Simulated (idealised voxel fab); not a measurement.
process module | voxel wiring stack
This is section cut - it's 165 nm across, gridded in 5 nm square cells.
The cross-sections in this document take the form of a grid made of square cells. They are written out as bands, in order from top to bottom. Each band consists of one or more rows of cells.
Each band's line starts with the height of the band's top and of its bottom, in nm. Then come its materials from left to right, each with its width in nm. One material with "edge to edge" fills the band from edge to edge. "air" is empty space.
Measure heights from 0. That's the level where, below it, the as-received wafer is all one material. The lowest band is bottomless and extends downward; write it as in "0 -> down".
Width spec "30..40" -> top row of cells at first value, bottom row at second value, equal per-row change in between.
Given "nothing different" for a step, no cell of the cross-section differs between before and after that step.
"Listed closed voids": empty spaces of 8 cells or more with no open way to the top, each given as width x height at distance, distance from the left edge, all in nm.
Whatever follows a step's settings on its line is a remark the simulator itself makes about that step.
A step line may carry the setting "overlay nm", which, for steps involving a mask, states the distance by which the mask lay to the right of its intended position; negative values denote displacement to the left.

Intended process steps
- 1: RECEIVE: material Si
- 2: CONFORMAL_DEP: material SiO2, thk nm 15
- 3: CONFORMAL_DEP: material SiCN, thk nm 5
- 4: DIRECTIONAL_DEP: material lowk, thk nm 25
- 5: DIRECTIONAL_DEP: material aC, thk nm 10
- 6: PATTERN: tone open, mask id METAL_1, material resist, width nm 25, pitch nm 40, thk nm 25, overlay nm 0
- 7: DIRECTIONAL_ETCH: etch materials aC, depth nm 10
- 8: STRIP: etch materials resist
- 9: DIRECTIONAL_ETCH: etch materials lowk, depth nm 25
- 10: DIRECTIONAL_ETCH: etch materials SiCN, depth nm 5
- 11: STRIP: etch materials aC
- 12: CONFORMAL_DEP: material TiN, thk nm 5
- 13: FILL_DEP: material Cu, thk nm 10
- 14: CMP: height nm 45
- 15: CONFORMAL_DEP: material SiCN, thk nm 5
- 16: DIRECTIONAL_DEP: material SiO2, thk nm 20
- 17: PATTERN: tone open, mask id PLUG_1, material resist, width nm 15, pitch nm 40, thk nm 15, overlay nm 0
- 18: DIRECTIONAL_ETCH: etch materials SiO2, depth nm 20
- 19: DIRECTIONAL_ETCH: etch materials SiCN, depth nm 5
- 20: STRIP: etch materials resist
- 21: EPI: material Ru, thk nm 10
- 22: EPI: material Ru, thk nm 10
- 23: EPI: material Ru, thk nm 5
- 24: CONFORMAL_DEP: material SiCN, thk nm 5
- 25: DIRECTIONAL_DEP: material SiO2, thk nm 20
- 26: DIRECTIONAL_DEP: material aC, thk nm 10
- 27: PATTERN: tone open, mask id METAL_2, material resist, width nm 25, pitch nm 40, thk nm 25, overlay nm 0
- 28: DIRECTIONAL_ETCH: etch materials aC, depth nm 10
- 29: STRIP: etch materials resist
- 30: DIRECTIONAL_ETCH: etch materials SiO2, depth nm 20
- 31: DIRECTIONAL_ETCH: etch materials SiCN, depth nm 5
- 32: STRIP: etch materials aC
- 33: CONFORMAL_DEP: material TiN, thk nm 5
- 34: FILL_DEP: material W, thk nm 10
- 35: CMP: height nm 95
- 36: CONFORMAL_DEP: material SiN, thk nm 5

Incoming wafer, cross-sectional view, post step 1
	0 -> down = Si edge to edge
	Listed closed voids: none

a wafer at the end: this start, this plan, one mistake
	100 -> 95 = SiN edge to edge
	95 -> 75 = 30 SiO2, 5 TiN, 15 W, 5 TiN, 15 SiO2, 5 TiN, 15 W, 5 TiN, 15 SiO2, 5 TiN, 15 W, 5 TiN, 30 SiO2
	75 -> 70 = 30 SiCN, 25 TiN, 15 SiCN, 25 TiN, 15 SiCN, 25 TiN, 30 SiCN
	70 -> 50 = 30 SiO2, 5 SiCN, 5 TiN, 5 SiCN, 25 SiO2, 5 SiCN, 5 TiN, 5 SiCN, 25 SiO2, 5 SiCN, 5 TiN, 5 SiCN, 40 SiO2
	50 -> 45 = 35 SiCN, 5 TiN, 35 SiCN, 5 TiN, 35 SiCN, 5 TiN, 45 SiCN
	45 -> 20 = 25 Cu, 5 TiN, 25 lowk, 5 TiN, 5 Cu, 5 TiN, 25 lowk, 5 TiN, 5 Cu, 5 TiN, 25 lowk, 5 TiN, 25 Cu
	20 -> 15 = 30 TiN, 25 SiCN, 15 TiN, 25 SiCN, 15 TiN, 25 SiCN, 30 TiN
	15 -> 0 = SiO2 edge to edge
	0 -> down = Si edge to edge
	Listed closed voids: none
The mistake made against the process plan was this: so step 6 ended up running with a different setting than we planned, it ran as PATTERN: tone cover, mask id METAL_1, material resist, width nm 25, pitch nm 40, thk nm 25, overlay nm 0
